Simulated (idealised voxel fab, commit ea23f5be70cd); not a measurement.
Process module under the name voxel lift off
Square cell edge 5 nm, section width 165 nm, ID cut.
Throughout this document, each cross-section is represented as a grid of square cells and is presented as a sequence of bands enumerated from the top downward, where a band comprises one or more rows of cells.
Top height, bottom height, nm. Materials left to right, width each, nm. Single material + "all across" = fills band edge to edge. "empty" = empty.
Height reference: 0 = level under which incoming wafer is all one material. Lowest band: no bottom, runs on downward, e.g. "0 nm and below".
Note: "30->40" means the width goes from the first number (top row of the band) to the second number (bottom row) in equal steps per row of cells.
For the purposes of this document, the phrase "everything unchanged" attached to a step denotes that no cell within the cross-section was modified by that step.
The label "Trapped voids" introduces a list of the empty spaces, 8 cells or larger, that have no open way up to the top; each entry in it reads width x height at distance, where the distance is taken from the left edge and all three are stated in nm.
Text after the settings on a step's line: the simulator's own remark on that step.
If you see "overlay nm" on a step's line and that step has a mask, it's telling you how far right of where it was planned the mask ended up; a negative number means it went left instead.

The following list gives the planned process steps:
1. RECEIVE: material Si
2. CONFORMAL_DEP: material SiO2, thk nm 15
3. PATTERN: tone open, mask id LINES, material resist, width nm 20, pitch nm 35, thk nm 25, overlay nm 0
4. DIRECTIONAL_DEP: material Ru, thk nm 15
5. STRIP: etch materials resist
6. CONFORMAL_DEP: material SiN, thk nm 10

Cross-section of the incoming wafer, state after step 1:
0 nm and below | Si all across
Trapped voids: none

Here's the wafer cut in cross-section after the module, started and planned just like above, except one thing was done wrong in the run:
40 nm to 30 nm | empty=30, SiN=105, empty=30
30 nm to 25 nm | empty=30, SiN=10, Ru=15, SiN=20, Ru=15, SiN=20, Ru=15, SiN=10, empty=30
25 nm to 15 nm | SiN=40, Ru=15, SiN=20, Ru=15, SiN=20, Ru=15, SiN=40
15 nm to 0 nm | SiO2 all across
0 nm and below | Si all across
Trapped voids: none
Diagnosis: it should be noted that step 3 was executed with settings other than those planned, the operation and settings actually applied being PATTERN: tone open, mask id LINES, material resist, width nm 15, pitch nm 35, thk nm 25, overlay nm 0
